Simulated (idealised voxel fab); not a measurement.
This is a process module. Its name is voxel self aligned vias.
Section shown: cut. Width: 185 nm. Cell size: 5 nm, square.
A cross-section is a grid of square cells, given in bands from the top down. A band is one or more rows of cells. Top, bottom (nm), then materials left to right with widths (nm); lone material tagged "everywhere" fills the whole band edge to edge; "empty" = empty space. Below 0: as-received wafer, all one material; heights counted from there. Lowest band: no bottom, goes on down, written "top 0, no bottom". The notation "30..40" denotes a width that varies across the rows of cells in the band, beginning at the first number in the top row, finishing at the second number in the bottom row, and changing by an identical amount from each row to the next. Where the words "remained the same" appear for a step, the cross-section shows no cell changed by that step; every cell remained as before. Enclosed cavities: empty space of 8 cells or more with no open way to the top, each as width x height at its distance from the left edge, in nm. Past the settings on a step's line: simulator remark, on that step. On any step carrying a mask, the "overlay nm" setting, if present on the step's line, tells how far right of its planned place the mask lay; negative values point to the left. Everything after this point is organized in pairs: a cross-section before one process step, a cross-section after it that shows only as deep as the lowest changed band, and, under the pair, the intervening step with its settings. Because different runs of this module on the same starting wafer can supply different pairs, a pair continues from the pair above it only if its entry headed "State before step" says so.
State before step
    top 0, no bottom = Si everywhere
    Enclosed cavities: none
Resulting Structure
    top 10, bottom 0 = SiO2 everywhere
    Everything under 0 stays put, no change at all.
    Enclosed cavities: none
Between the two cross-sections above, the process step reads CONFORMAL_DEP, material SiO2, thk nm 10
State before step: Please consult the pair immediately above; the cross-section it shows after its step is the state before this step.
Resulting Structure
    top 15, bottom 10 = SiCN everywhere
    Everything under 10 stays put, no change at all.
    Enclosed cavities: none
Between the two cross-sections above, the process step reads CONFORMAL_DEP, material SiCN, thk nm 5
State before step: Please consult the pair immediately above; the cross-section it shows after its step is the state before this step.
Resulting Structure
    top 45, bottom 15 = SiO2 everywhere
    Everything under 15 stays put, no change at all.
    Enclosed cavities: none
Between the two cross-sections above, the process step reads DIRECTIONAL_DEP, material SiO2, thk nm 30
State before step: Please consult the pair immediately above; the cross-section it shows after its step is the state before this step.
Resulting Structure
    top 55, bottom 45 = aC everywhere
    Everything under 45 stays put, no change at all.
    Enclosed cavities: none
Between the two cross-sections above, the process step reads DIRECTIONAL_DEP, material aC, thk nm 10
State before step: Please consult the pair immediately above; the cross-section it shows after its step is the state before this step.
Resulting Structure
    top 85, bottom 55 = 45 of resist  20 of empty  50 of resist  20 of empty  50 of resist
    Everything under 55 stays put, no change at all.
    Enclosed cavities: none
Between the two cross-sections above, the process step reads PATTERN, tone open, mask id LINES, material resist, width nm 20, pitch nm 70, thk nm 30, overlay nm 0
State before step: Please consult the pair immediately above; the cross-section it shows after its step is the state before this step.
Resulting Structure
    top 75, bottom 55 = 45 of resist  20 of empty  50 of resist  20 of empty  50 of resist
    top 55, bottom 45 = 45 of aC  20 of empty  50 of aC  20 of empty  50 of aC
    Everything under 45 stays put, no change at all.
    Enclosed cavities: none
Between the two cross-sections above, the process step reads DIRECTIONAL_ETCH, etch materials aC, depth nm 10
State before step: Please consult the pair immediately above; the cross-section it shows after its step is the state before this step.
Resulting Structure
    top 55, bottom 45 = 45 of aC  20 of empty  50 of aC  20 of empty  50 of aC
    Everything under 45 stays put, no change at all.
    Enclosed cavities: none
Between the two cross-sections above, the process step reads STRIP, etch materials resist
State before step: Please consult the pair immediately above; the cross-section it shows after its step is the state before this step.
Resulting Structure
    top 55, bottom 45 = 45 of aC  20 of empty  50 of aC  20 of empty  50 of aC
    top 45, bottom 15 = 45 of SiO2  20 of empty  50 of SiO2  20 of empty  50 of SiO2
    Everything under 15 stays put, no change at all.
    Enclosed cavities: none
Between the two cross-sections above, the process step reads DIRECTIONAL_ETCH, etch materials SiO2, depth nm 30
State before step: Please consult the pair immediately above; the cross-section it shows after its step is the state before this step.
Resulting Structure
    top 45, bottom 15 = 45 of SiO2  20 of empty  50 of SiO2  20 of empty  50 of SiO2
    Everything under 15 stays put, no change at all.
    Enclosed cavities: none
Between the two cross-sections above, the process step reads STRIP, etch materials aC
State before step: Please consult the pair immediately above; the cross-section it shows after its step is the state before this step.
Resulting Structure
    top 50, bottom 45 = 50 of TiN  10 of empty  60 of TiN  10 of empty  55 of TiN
    top 45, bottom 20 = 45 of SiO2  5 of TiN  10 of empty  5 of TiN  50 of SiO2  5 of TiN  10 of empty  5 of TiN  50 of SiO2
    top 20, bottom 15 = 45 of SiO2  20 of TiN  50 of SiO2  20 of TiN  50 of SiO2
    Everything under 15 stays put, no change at all.
    Enclosed cavities: none
Between the two cross-sections above, the process step reads CONFORMAL_DEP, material TiN, thk nm 5
State before step: Please consult the pair immediately above; the cross-section it shows after its step is the state before this step.
Resulting Structure
    top 60, bottom 50 = W everywhere
    top 50, bottom 45 = 50 of TiN  10 of W  60 of TiN  10 of W  55 of TiN
    top 45, bottom 20 = 45 of SiO2  5 of TiN  10 of W  5 of TiN  50 of SiO2  5 of TiN  10 of W  5 of TiN  50 of SiO2
    Everything under 20 stays put, no change at all.
    Enclosed cavities: none
Between the two cross-sections above, the process step reads FILL_DEP, material W, thk nm 10
State before step: Please consult the pair immediately above; the cross-section it shows after its step is the state before this step.
Resulting Structure
    top 45, bottom 20 = 45 of SiO2  5 of TiN  10 of W  5 of TiN  50 of SiO2  5 of TiN  10 of W  5 of TiN  50 of SiO2
    Everything under 20 stays put, no change at all.
    Enclosed cavities: none
Between the two cross-sections above, the process step reads CMP, height nm 45
State before step: Please consult the pair immediately above; the cross-section it shows after its step is the state before this step.
Resulting Structure
    top 45, bottom 35 = 45 of SiO2  20 of empty  50 of SiO2  20 of empty  50 of SiO2
    Everything under 35 stays put, no change at all.
    Enclosed cavities: none
Between the two cross-sections above, the process step reads SELECTIVE_ETCH, etch materials W Ru TiN, depth nm 10
State before step: Please consult the pair immediately above; the cross-section it shows after its step is the state before this step.
Resulting Structure
    top 55, bottom 45 = SiN everywhere
    top 45, bottom 35 = 45 of SiO2  20 of SiN  50 of SiO2  20 of SiN  50 of SiO2
    Everything under 35 stays put, no change at all.
    Enclosed cavities: none
Between the two cross-sections above, the process step reads FILL_DEP, material SiN, thk nm 10
State before step: Please consult the pair immediately above; the cross-section it shows after its step is the state before this step.
Resulting Structure
    top 45, bottom 35 = 45 of SiO2  20 of SiN  50 of SiO2  20 of SiN  50 of SiO2
    Everything under 35 stays put, no change at all.
    Enclosed cavities: none
Between the two cross-sections above, the process step reads CMP, height nm 45
State before step: Please consult the pair immediately above; the cross-section it shows after its step is the state before this step.
Resulting Structure
    top 65, bottom 45 = SiO2 everywhere
    Everything under 45 stays put, no change at all.
    Enclosed cavities: none
Between the two cross-sections above, the process step reads DIRECTIONAL_DEP, material SiO2, thk nm 20
State before step: Please consult the pair immediately above; the cross-section it shows after its step is the state before this step.
Resulting Structure
    top 65, bottom 45 = 35 of SiO2  40 of empty  30 of SiO2  40 of empty  40 of SiO2
    Everything under 45 stays put, no change at all.
    Enclosed cavities: none
Between the two cross-sections above, the process step reads MASKED_ETCH, tone open, mask id VIAS, width nm 40, pitch nm 70, etch materials SiO2, depth nm 20, overlay nm 0
State before step: Please consult the pair immediately above; the cross-section it shows after its step is the state before this step.
Resulting Structure
    top 65, bottom 45 = 35 of SiO2  40 of empty  30 of SiO2  40 of empty  40 of SiO2
    top 45, bottom 35 = 45 of SiO2  20 of empty  50 of SiO2  20 of empty  50 of SiO2
    Everything under 35 stays put, no change at all.
    Enclosed cavities: none
Between the two cross-sections above, the process step reads MASKED_ETCH, tone open, mask id VIAS, width nm 40, pitch nm 70, etch materials SiN, depth nm 10, overlay nm 0
State before step: Please consult the pair immediately above; the cross-section it shows after its step is the state before this step.
Resulting Structure
    top 70, bottom 65 = 40 of TiN  30 of empty  40 of TiN  30 of empty  45 of TiN
    top 65, bottom 50 = 35 of SiO2  5 of TiN  30 of empty  5 of TiN  30 of SiO2  5 of TiN  30 of empty  5 of TiN  40 of SiO2
    top 50, bottom 40 = 35..45 of SiO2  15..5 of TiN  10 of empty  15..5 of TiN  30..50 of SiO2  15..5 of TiN  10 of empty  15..5 of TiN  40..50 of SiO2
    top 40, bottom 35 = 45 of SiO2  20 of TiN  50 of SiO2  20 of TiN  50 of SiO2
    Everything under 35 stays put, no change at all.
    Enclosed cavities: none
Between the two cross-sections above, the process step reads CONFORMAL_DEP, material TiN, thk nm 5
State before step: Please consult the pair immediately above; the cross-section it shows after its step is the state before this step.
Resulting Structure
    top 80, bottom 70 = Cu everywhere
    top 70, bottom 65 = 40 of TiN  30 of Cu  40 of TiN  30 of Cu  45 of TiN
    top 65, bottom 50 = 35 of SiO2  5 of TiN  30 of Cu  5 of TiN  30 of SiO2  5 of TiN  30 of Cu  5 of TiN  40 of SiO2
    top 50, bottom 40 = 35..45 of SiO2  15..5 of TiN  10 of Cu  15..5 of TiN  30..50 of SiO2  15..5 of TiN  10 of Cu  15..5 of TiN  40..50 of SiO2
    Everything under 40 stays put, no change at all.
    Enclosed cavities: none
Between the two cross-sections above, the process step reads FILL_DEP, material Cu, thk nm 10
State before step: Please consult the pair immediately above; the cross-section it shows after its step is the state before this step.
Resulting Structure
    top 65, bottom 50 = 35 of SiO2  5 of TiN  30 of Cu  5 of TiN  30 of SiO2  5 of TiN  30 of Cu  5 of TiN  40 of SiO2
    Everything under 50 stays put, no change at all.
    Enclosed cavities: none
Between the two cross-sections above, the process step reads CMP, height nm 65
State before step: Please consult the pair immediately above; the cross-section it shows after its step is the state before this step.
Resulting Structure
    top 70, bottom 65 = SiCN everywhere
    Everything under 65 stays put, no change at all.
    Enclosed cavities: none
Between the two cross-sections above, the process step reads CONFORMAL_DEP, material SiCN, thk nm 5
State before step
    top 80, bottom 70 = Cu everywhere
    top 70, bottom 65 = 40 of TiN  30 of Cu  40 of TiN  30 of Cu  45 of TiN
    top 65, bottom 50 = 35 of SiO2  5 of TiN  30 of Cu  5 of TiN  30 of SiO2  5 of TiN  30 of Cu  5 of TiN  40 of SiO2
    top 50, bottom 40 = 35..45 of SiO2  15..5 of TiN  10 of Cu  15..5 of TiN  30..50 of SiO2  15..5 of TiN  10 of Cu  15..5 of TiN  40..50 of SiO2
    top 40, bottom 35 = 45 of SiO2  20 of TiN  50 of SiO2  20 of TiN  50 of SiO2
    top 35, bottom 20 = 45 of SiO2  5 of TiN  10 of W  5 of TiN  50 of SiO2  5 of TiN  10 of W  5 of TiN  50 of SiO2
    top 20, bottom 15 = 45 of SiO2  20 of TiN  50 of SiO2  20 of TiN  50 of SiO2
    top 15, bottom 10 = SiCN everywhere
    top 10, bottom 0 = SiO2 everywhere
    top 0, no bottom = Si everywhere
    Enclosed cavities: none
Resulting Structure
    top 85, bottom 80 = SiCN everywhere
    Everything under 80 stays put, no change at all.
    Enclosed cavities: none
Between the two cross-sections above, the process step reads CONFORMAL_DEP, material SiCN, thk nm 5
State before step
    top 65, bottom 45 = 35 of SiO2  40 of empty  30 of SiO2  40 of empty  40 of SiO2
    top 45, bottom 35 = 45 of SiO2  20 of SiN  50 of SiO2  20 of SiN  50 of SiO2
    top 35, bottom 20 = 45 of SiO2  5 of TiN  10 of W  5 of TiN  50 of SiO2  5 of TiN  10 of W  5 of TiN  50 of SiO2
    top 20, bottom 15 = 45 of SiO2  20 of TiN  50 of SiO2  20 of TiN  50 of SiO2
    top 15, bottom 10 = SiCN everywhere
    top 10, bottom 0 = SiO2 everywhere
    top 0, no bottom = Si everywhere
    Enclosed cavities: none
Resulting Structure
    top 65, bottom 45 = 35 of SiO2  40 of empty  30 of SiO2  40 of empty  40 of SiO2
    top 45, bottom 35 = 35 of SiO2  10 of empty  20 of SiN  10 of empty  30 of SiO2  10 of empty  20 of SiN  10 of empty  40 of SiO2
    top 35, bottom 25 = 35 of SiO2  10 of empty  5 of TiN  10 of W  5 of TiN  10 of empty  30 of SiO2  10 of empty  5 of TiN  10 of W  5 of TiN  10 of empty  40 of SiO2
    Everything under 25 stays put, no change at all.
    Enclosed cavities: none
Between the two cross-sections above, the process step reads MASKED_ETCH, tone open, mask id VIAS, width nm 40, pitch nm 70, etch materials SiO2, depth nm 20, overlay nm 0
State before step: Please consult the pair immediately above; the cross-section it shows after its step is the state before this step.
Resulting Structure
    top 65, bottom 35 = 35 of SiO2  40 of empty  30 of SiO2  40 of empty  40 of SiO2
    Everything under 35 stays put, no change at all.
    Enclosed cavities: none
Between the two cross-sections above, the process step reads MASKED_ETCH, tone open, mask id VIAS, width nm 40, pitch nm 70, etch materials SiN, depth nm 10, overlay nm 0
State before step: Please consult the pair immediately above; the cross-section it shows after its step is the state before this step.
Resulting Structure
    top 70, bottom 65 = 40 of TiN  30 of empty  40 of TiN  30 of empty  45 of TiN
    top 65, bottom 40 = 35 of SiO2  5 of TiN  30 of empty  5 of TiN  30 of SiO2  5 of TiN  30 of empty  5 of TiN  40 of SiO2
    top 40, bottom 35 = 35 of SiO2  40 of TiN  30 of SiO2  40 of TiN  40 of SiO2
    top 35, bottom 25 = 35 of SiO2  15 of TiN  10 of W  15 of TiN  30 of SiO2  15 of TiN  10 of W  15 of TiN  40 of SiO2
    Everything under 25 stays put, no change at all.
    Enclosed cavities: none
Between the two cross-sections above, the process step reads CONFORMAL_DEP, material TiN, thk nm 5
State before step: Please consult the pair immediately above; the cross-section it shows after its step is the state before this step.
Resulting Structure
    top 80, bottom 70 = Cu everywhere
    top 70, bottom 65 = 40 of TiN  30 of Cu  40 of TiN  30 of Cu  45 of TiN
    top 65, bottom 40 = 35 of SiO2  5 of TiN  30 of Cu  5 of TiN  30 of SiO2  5 of TiN  30 of Cu  5 of TiN  40 of SiO2
    Everything under 40 stays put, no change at all.
    Enclosed cavities: none
Between the two cross-sections above, the process step reads FILL_DEP, material Cu, thk nm 10
State before step: Please consult the pair immediately above; the cross-section it shows after its step is the state before this step.
Resulting Structure
    top 65, bottom 40 = 35 of SiO2  5 of TiN  30 of Cu  5 of TiN  30 of SiO2  5 of TiN  30 of Cu  5 of TiN  40 of SiO2
    Everything under 40 stays put, no change at all.
    Enclosed cavities: none
Between the two cross-sections above, the process step reads CMP, height nm 65
State before step: Please consult the pair immediately above; the cross-section it shows after its step is the state before this step.
Resulting Structure
    top 70, bottom 65 = SiCN everywhere
    Everything under 65 stays put, no change at all.
    Enclosed cavities: none
Between the two cross-sections above, the process step reads CONFORMAL_DEP, material SiCN, thk nm 5
State before step
    top 10, bottom 0 = SiO2 everywhere
    top 0, no bottom = Si everywhere
    Enclosed cavities: none
Resulting Structure
    top 40, bottom 0 = SiO2 everywhere
    Everything under 0 stays put, no change at all.
    Enclosed cavities: none
Between the two cross-sections above, the process step reads DIRECTIONAL_DEP, material SiO2, thk nm 30
State before step: Please consult the pair immediately above; the cross-section it shows after its step is the state before this step.
Resulting Structure
    top 45, bottom 40 = SiCN everywhere
    Everything under 40 stays put, no change at all.
    Enclosed cavities: none
Between the two cross-sections above, the process step reads CONFORMAL_DEP, material SiCN, thk nm 5
State before step: Please consult the pair immediately above; the cross-section it shows after its step is the state before this step.
Resulting Structure
    top 55, bottom 45 = aC everywhere
    Everything under 45 stays put, no change at all.
    Enclosed cavities: none
Between the two cross-sections above, the process step reads DIRECTIONAL_DEP, material aC, thk nm 10
State before step: Please consult the pair immediately above; the cross-section it shows after its step is the state before this step.
Resulting Structure
    top 85, bottom 55 = 45 of resist  20 of empty  50 of resist  20 of empty  50 of resist
    Everything under 55 stays put, no change at all.
    Enclosed cavities: none
Between the two cross-sections above, the process step reads PATTERN, tone open, mask id LINES, material resist, width nm 20, pitch nm 70, thk nm 30, overlay nm 0
State before step: Please consult the pair immediately above; the cross-section it shows after its step is the state before this step.
Resulting Structure
    top 75, bottom 55 = 45 of resist  20 of empty  50 of resist  20 of empty  50 of resist
    top 55, bottom 45 = 45 of aC  20 of empty  50 of aC  20 of empty  50 of aC
    Everything under 45 stays put, no change at all.
    Enclosed cavities: none
Between the two cross-sections above, the process step reads DIRECTIONAL_ETCH, etch materials aC, depth nm 10
State before step: Please consult the pair immediately above; the cross-section it shows after its step is the state before this step.
Resulting Structure
    top 55, bottom 45 = 45 of aC  20 of empty  50 of aC  20 of empty  50 of aC
    Everything under 45 stays put, no change at all.
    Enclosed cavities: none
Between the two cross-sections above, the process step reads STRIP, etch materials resist
State before step: Please consult the pair immediately above; the cross-section it shows after its step is the state before this step.
Resulting Structure
    top 45, bottom 40 = SiCN everywhere
    Everything under 40 stays put, no change at all.
    Enclosed cavities: none
Between the two cross-sections above, the process step reads STRIP, etch materials aC
State before step: Please consult the pair immediately above; the cross-section it shows after its step is the state before this step.
Resulting Structure
    top 50, bottom 45 = TiN everywhere
    Everything under 45 stays put, no change at all.
    Enclosed cavities: none
Between the two cross-sections above, the process step reads CONFORMAL_DEP, material TiN, thk nm 5
State before step: Please consult the pair immediately above; the cross-section it shows after its step is the state before this step.
Resulting Structure
    top 60, bottom 50 = W everywhere
    Everything under 50 stays put, no change at all.
    Enclosed cavities: none
Between the two cross-sections above, the process step reads FILL_DEP, material W, thk nm 10
State before step: Please consult the pair immediately above; the cross-section it shows after its step is the state before this step.
Resulting Structure
    top 45, bottom 40 = SiCN everywhere
    Everything under 40 stays put, no change at all.
    Enclosed cavities: none
Between the two cross-sections above, the process step reads CMP, height nm 45
State before step: Please consult the pair immediately above; the cross-section it shows after its step is the state before this step.
Resulting Structure
    top 55, bottom 45 = SiN everywhere
    Everything under 45 stays put, no change at all.
    Enclosed cavities: none
Between the two cross-sections above, the process step reads FILL_DEP, material SiN, thk nm 10
State before step: Please consult the pair immediately above; the cross-section it shows after its step is the state before this step.
Resulting Structure
    top 45, bottom 40 = SiCN everywhere
    Everything under 40 stays put, no change at all.
    Enclosed cavities: none
Between the two cross-sections above, the process step reads CMP, height nm 45
State before step: Please consult the pair immediately above; the cross-section it shows after its step is the state before this step.
Resulting Structure
    top 65, bottom 45 = SiO2 everywhere
    Everything under 45 stays put, no change at all.
    Enclosed cavities: none
Between the two cross-sections above, the process step reads DIRECTIONAL_DEP, material SiO2, thk nm 20
State before step: Please consult the pair immediately above; the cross-section it shows after its step is the state before this step.
Resulting Structure
    top 65, bottom 45 = 35 of SiO2  40 of empty  30 of SiO2  40 of empty  40 of SiO2
    Everything under 45 stays put, no change at all.
    Enclosed cavities: none
Between the two cross-sections above, the process step reads MASKED_ETCH, tone open, mask id VIAS, width nm 40, pitch nm 70, etch materials SiO2, depth nm 20, overlay nm 0
State before step: Please consult the pair immediately above; the cross-section it shows after its step is the state before this step.
Resulting Structure
    top 70, bottom 65 = 40 of TiN  30 of empty  40 of TiN  30 of empty  45 of TiN
    top 65, bottom 50 = 35 of SiO2  5 of TiN  30 of empty  5 of TiN  30 of SiO2  5 of TiN  30 of empty  5 of TiN  40 of SiO2
    top 50, bottom 45 = 35 of SiO2  40 of TiN  30 of SiO2  40 of TiN  40 of SiO2
    Everything under 45 stays put, no change at all.
    Enclosed cavities: none
Between the two cross-sections above, the process step reads CONFORMAL_DEP, material TiN, thk nm 5
State before step: Please consult the pair immediately above; the cross-section it shows after its step is the state before this step.
Resulting Structure
    top 80, bottom 70 = Cu everywhere
    top 70, bottom 65 = 40 of TiN  30 of Cu  40 of TiN  30 of Cu  45 of TiN
    top 65, bottom 50 = 35 of SiO2  5 of TiN  30 of Cu  5 of TiN  30 of SiO2  5 of TiN  30 of Cu  5 of TiN  40 of SiO2
    Everything under 50 stays put, no change at all.
    Enclosed cavities: none
Between the two cross-sections above, the process step reads FILL_DEP, material Cu, thk nm 10
State before step: Please consult the pair immediately above; the cross-section it shows after its step is the state before this step.
Resulting Structure
    top 65, bottom 50 = 35 of SiO2  5 of TiN  30 of Cu  5 of TiN  30 of SiO2  5 of TiN  30 of Cu  5 of TiN  40 of SiO2
    Everything under 50 stays put, no change at all.
    Enclosed cavities: none
Between the two cross-sections above, the process step reads CMP, height nm 65
State before step: Please consult the pair immediately above; the cross-section it shows after its step is the state before this step.
Resulting Structure
    top 70, bottom 65 = SiCN everywhere
    Everything under 65 stays put, no change at all.
    Enclosed cavities: none
Between the two cross-sections above, the process step reads CONFORMAL_DEP, material SiCN, thk nm 5
State before step
    top 0, no bottom = Si everywhere
    Enclosed cavities: none
Resulting Structure
    top 15, bottom 0 = SiO2 everywhere
    Everything under 0 stays put, no change at all.
    Enclosed cavities: none
Between the two cross-sections above, the process step reads CONFORMAL_DEP, material SiO2, thk nm 15
State before step: Please consult the pair immediately above; the cross-section it shows after its step is the state before this step.
Resulting Structure
    top 20, bottom 15 = SiCN everywhere
    Everything under 15 stays put, no change at all.
    Enclosed cavities: none
Between the two cross-sections above, the process step reads CONFORMAL_DEP, material SiCN, thk nm 5
State before step: Please consult the pair immediately above; the cross-section it shows after its step is the state before this step.
Resulting Structure
    top 50, bottom 20 = SiO2 everywhere
    Everything under 20 stays put, no change at all.
    Enclosed cavities: none
Between the two cross-sections above, the process step reads DIRECTIONAL_DEP, material SiO2, thk nm 30
State before step: Please consult the pair immediately above; the cross-section it shows after its step is the state before this step.
Resulting Structure
    top 60, bottom 50 = aC everywhere
    Everything under 50 stays put, no change at all.
    Enclosed cavities: none
Between the two cross-sections above, the process step reads DIRECTIONAL_DEP, material aC, thk nm 10
State before step: Please consult the pair immediately above; the cross-section it shows after its step is the state before this step.
Resulting Structure
    top 90, bottom 60 = 45 of resist  20 of empty  50 of resist  20 of empty  50 of resist
    Everything under 60 stays put, no change at all.
    Enclosed cavities: none
Between the two cross-sections above, the process step reads PATTERN, tone open, mask id LINES, material resist, width nm 20, pitch nm 70, thk nm 30, overlay nm 0
State before step: Please consult the pair immediately above; the cross-section it shows after its step is the state before this step.
Resulting Structure
    top 80, bottom 60 = 45 of resist  20 of empty  50 of resist  20 of empty  50 of resist
    top 60, bottom 50 = 45 of aC  20 of empty  50 of aC  20 of empty  50 of aC
    Everything under 50 stays put, no change at all.
    Enclosed cavities: none
Between the two cross-sections above, the process step reads DIRECTIONAL_ETCH, etch materials aC, depth nm 10
State before step: Please consult the pair immediately above; the cross-section it shows after its step is the state before this step.
Resulting Structure
    top 60, bottom 50 = 45 of aC  20 of empty  50 of aC  20 of empty  50 of aC
    Everything under 50 stays put, no change at all.
    Enclosed cavities: none
Between the two cross-sections above, the process step reads STRIP, etch materials resist
State before step: Please consult the pair immediately above; the cross-section it shows after its step is the state before this step.
Resulting Structure
    top 60, bottom 50 = 45 of aC  20 of empty  50 of aC  20 of empty  50 of aC
    top 50, bottom 20 = 45 of SiO2  20 of empty  50 of SiO2  20 of empty  50 of SiO2
    Everything under 20 stays put, no change at all.
    Enclosed cavities: none
Between the two cross-sections above, the process step reads DIRECTIONAL_ETCH, etch materials SiO2, depth nm 30
State before step: Please consult the pair immediately above; the cross-section it shows after its step is the state before this step.
Resulting Structure
    top 50, bottom 20 = 45 of SiO2  20 of empty  50 of SiO2  20 of empty  50 of SiO2
    Everything under 20 stays put, no change at all.
    Enclosed cavities: none
Between the two cross-sections above, the process step reads STRIP, etch materials aC
State before step: Please consult the pair immediately above; the cross-section it shows after its step is the state before this step.
Resulting Structure
    top 55, bottom 50 = 50 of TiN  10 of empty  60 of TiN  10 of empty  55 of TiN
    top 50, bottom 25 = 45 of SiO2  5 of TiN  10 of empty  5 of TiN  50 of SiO2  5 of TiN  10 of empty  5 of TiN  50 of SiO2
    top 25, bottom 20 = 45 of SiO2  20 of TiN  50 of SiO2  20 of TiN  50 of SiO2
    Everything under 20 stays put, no change at all.
    Enclosed cavities: none
Between the two cross-sections above, the process step reads CONFORMAL_DEP, material TiN, thk nm 5
State before step: Please consult the pair immediately above; the cross-section it shows after its step is the state before this step.
Resulting Structure
    top 65, bottom 55 = W everywhere
    top 55, bottom 50 = 50 of TiN  10 of W  60 of TiN  10 of W  55 of TiN
    top 50, bottom 25 = 45 of SiO2  5 of TiN  10 of W  5 of TiN  50 of SiO2  5 of TiN  10 of W  5 of TiN  50 of SiO2
    Everything under 25 stays put, no change at all.
    Enclosed cavities: none
Between the two cross-sections above, the process step reads FILL_DEP, material W, thk nm 10
State before step: Please consult the pair immediately above; the cross-section it shows after its step is the state before this step.
Resulting Structure
    top 45, bottom 25 = 45 of SiO2  5 of TiN  10 of W  5 of TiN  50 of SiO2  5 of TiN  10 of W  5 of TiN  50 of SiO2
    Everything under 25 stays put, no change at all.
    Enclosed cavities: none
Between the two cross-sections above, the process step reads CMP, height nm 45
State before step: Please consult the pair immediately above; the cross-section it shows after its step is the state before this step.
Resulting Structure
    top 45, bottom 35 = 45 of SiO2  20 of empty  50 of SiO2  20 of empty  50 of SiO2
    Everything under 35 stays put, no change at all.
    Enclosed cavities: none
Between the two cross-sections above, the process step reads SELECTIVE_ETCH, etch materials W Ru TiN, depth nm 10
State before step: Please consult the pair immediately above; the cross-section it shows after its step is the state before this step.
Resulting Structure
    top 55, bottom 45 = SiN everywhere
    top 45, bottom 35 = 45 of SiO2  20 of SiN  50 of SiO2  20 of SiN  50 of SiO2
    Everything under 35 stays put, no change at all.
    Enclosed cavities: none
Between the two cross-sections above, the process step reads FILL_DEP, material SiN, thk nm 10
State before step: Please consult the pair immediately above; the cross-section it shows after its step is the state before this step.
Resulting Structure
    top 45, bottom 35 = 45 of SiO2  20 of SiN  50 of SiO2  20 of SiN  50 of SiO2
    Everything under 35 stays put, no change at all.
    Enclosed cavities: none
Between the two cross-sections above, the process step reads CMP, height nm 45
State before step: Please consult the pair immediately above; the cross-section it shows after its step is the state before this step.
Resulting Structure
    top 65, bottom 45 = SiO2 everywhere
    Everything under 45 stays put, no change at all.
    Enclosed cavities: none
Between the two cross-sections above, the process step reads DIRECTIONAL_DEP, material SiO2, thk nm 20
State before step: Please consult the pair immediately above; the cross-section it shows after its step is the state before this step.
Resulting Structure
    top 65, bottom 45 = 35 of SiO2  40 of empty  30 of SiO2  40 of empty  40 of SiO2
    Everything under 45 stays put, no change at all.
    Enclosed cavities: none
Between the two cross-sections above, the process step reads MASKED_ETCH, tone open, mask id VIAS, width nm 40, pitch nm 70, etch materials SiO2, depth nm 20, overlay nm 0
State before step: Please consult the pair immediately above; the cross-section it shows after its step is the state before this step.
Resulting Structure
    top 65, bottom 45 = 35 of SiO2  40 of empty  30 of SiO2  40 of empty  40 of SiO2
    top 45, bottom 35 = 45 of SiO2  20 of empty  50 of SiO2  20 of empty  50 of SiO2
    Everything under 35 stays put, no change at all.
    Enclosed cavities: none
Between the two cross-sections above, the process step reads MASKED_ETCH, tone open, mask id VIAS, width nm 40, pitch nm 70, etch materials SiN, depth nm 10, overlay nm 0
State before step: Please consult the pair immediately above; the cross-section it shows after its step is the state before this step.
Resulting Structure
    top 70, bottom 65 = 40 of TiN  30 of empty  40 of TiN  30 of empty  45 of TiN
    top 65, bottom 50 = 35 of SiO2  5 of TiN  30 of empty  5 of TiN  30 of SiO2  5 of TiN  30 of empty  5 of TiN  40 of SiO2
    top 50, bottom 40 = 35..45 of SiO2  15..5 of TiN  10 of empty  15..5 of TiN  30..50 of SiO2  15..5 of TiN  10 of empty  15..5 of TiN  40..50 of SiO2
    top 40, bottom 35 = 45 of SiO2  20 of TiN  50 of SiO2  20 of TiN  50 of SiO2
    Everything under 35 stays put, no change at all.
    Enclosed cavities: none
Between the two cross-sections above, the process step reads CONFORMAL_DEP, material TiN, thk nm 5
State before step: Please consult the pair immediately above; the cross-section it shows after its step is the state before this step.
Resulting Structure
    top 80, bottom 70 = Cu everywhere
    top 70, bottom 65 = 40 of TiN  30 of Cu  40 of TiN  30 of Cu  45 of TiN
    top 65, bottom 50 = 35 of SiO2  5 of TiN  30 of Cu  5 of TiN  30 of SiO2  5 of TiN  30 of Cu  5 of TiN  40 of SiO2
    top 50, bottom 40 = 35..45 of SiO2  15..5 of TiN  10 of Cu  15..5 of TiN  30..50 of SiO2  15..5 of TiN  10 of Cu  15..5 of TiN  40..50 of SiO2
    Everything under 40 stays put, no change at all.
    Enclosed cavities: none
Between the two cross-sections above, the process step reads FILL_DEP, material Cu, thk nm 10
State before step: Please consult the pair immediately above; the cross-section it shows after its step is the state before this step.
Resulting Structure
    top 65, bottom 50 = 35 of SiO2  5 of TiN  30 of Cu  5 of TiN  30 of SiO2  5 of TiN  30 of Cu  5 of TiN  40 of SiO2
    Everything under 50 stays put, no change at all.
    Enclosed cavities: none
Between the two cross-sections above, the process step reads CMP, height nm 65
State before step: Please consult the pair immediately above; the cross-section it shows after its step is the state before this step.
Resulting Structure
    top 70, bottom 65 = SiCN everywhere
    Everything under 65 stays put, no change at all.
    Enclosed cavities: none
Between the two cross-sections above, the process step reads CONFORMAL_DEP, material SiCN, thk nm 5
State before step
    top 55, bottom 45 = aC everywhere
    top 45, bottom 15 = SiO2 everywhere
    top 15, bottom 10 = SiCN everywhere
    top 10, bottom 0 = SiO2 everywhere
    top 0, no bottom = Si everywhere
    Enclosed cavities: none
Resulting Structure
    top 85, bottom 55 = 40 of resist  30 of empty  40 of resist  30 of empty  45 of resist
    Everything under 55 stays put, no change at all.
    Enclosed cavities: none
Between the two cross-sections above, the process step reads PATTERN, tone open, mask id LINES, material resist, width nm 30, pitch nm 70, thk nm 30, overlay nm 0
State before step: Please consult the pair immediately above; the cross-section it shows after its step is the state before this step.
Resulting Structure
    top 75, bottom 55 = 40 of resist  30 of empty  40 of resist  30 of empty  45 of resist
    top 55, bottom 45 = 40 of aC  30 of empty  40 of aC  30 of empty  45 of aC
    Everything under 45 stays put, no change at all.
    Enclosed cavities: none
Between the two cross-sections above, the process step reads DIRECTIONAL_ETCH, etch materials aC, depth nm 10
State before step: Please consult the pair immediately above; the cross-section it shows after its step is the state before this step.
Resulting Structure
    top 55, bottom 45 = 40 of aC  30 of empty  40 of aC  30 of empty  45 of aC
    Everything under 45 stays put, no change at all.
    Enclosed cavities: none
Between the two cross-sections above, the process step reads STRIP, etch materials resist
State before step: Please consult the pair immediately above; the cross-section it shows after its step is the state before this step.
Resulting Structure
    top 55, bottom 45 = 40 of aC  30 of empty  40 of aC  30 of empty  45 of aC
    top 45, bottom 15 = 40 of SiO2  30 of empty  40 of SiO2  30 of empty  45 of SiO2
    Everything under 15 stays put, no change at all.
    Enclosed cavities: none
Between the two cross-sections above, the process step reads DIRECTIONAL_ETCH, etch materials SiO2, depth nm 30
State before step: Please consult the pair immediately above; the cross-section it shows after its step is the state before this step.
Resulting Structure
    top 45, bottom 15 = 40 of SiO2  30 of empty  40 of SiO2  30 of empty  45 of SiO2
    Everything under 15 stays put, no change at all.
    Enclosed cavities: none
Between the two cross-sections above, the process step reads STRIP, etch materials aC
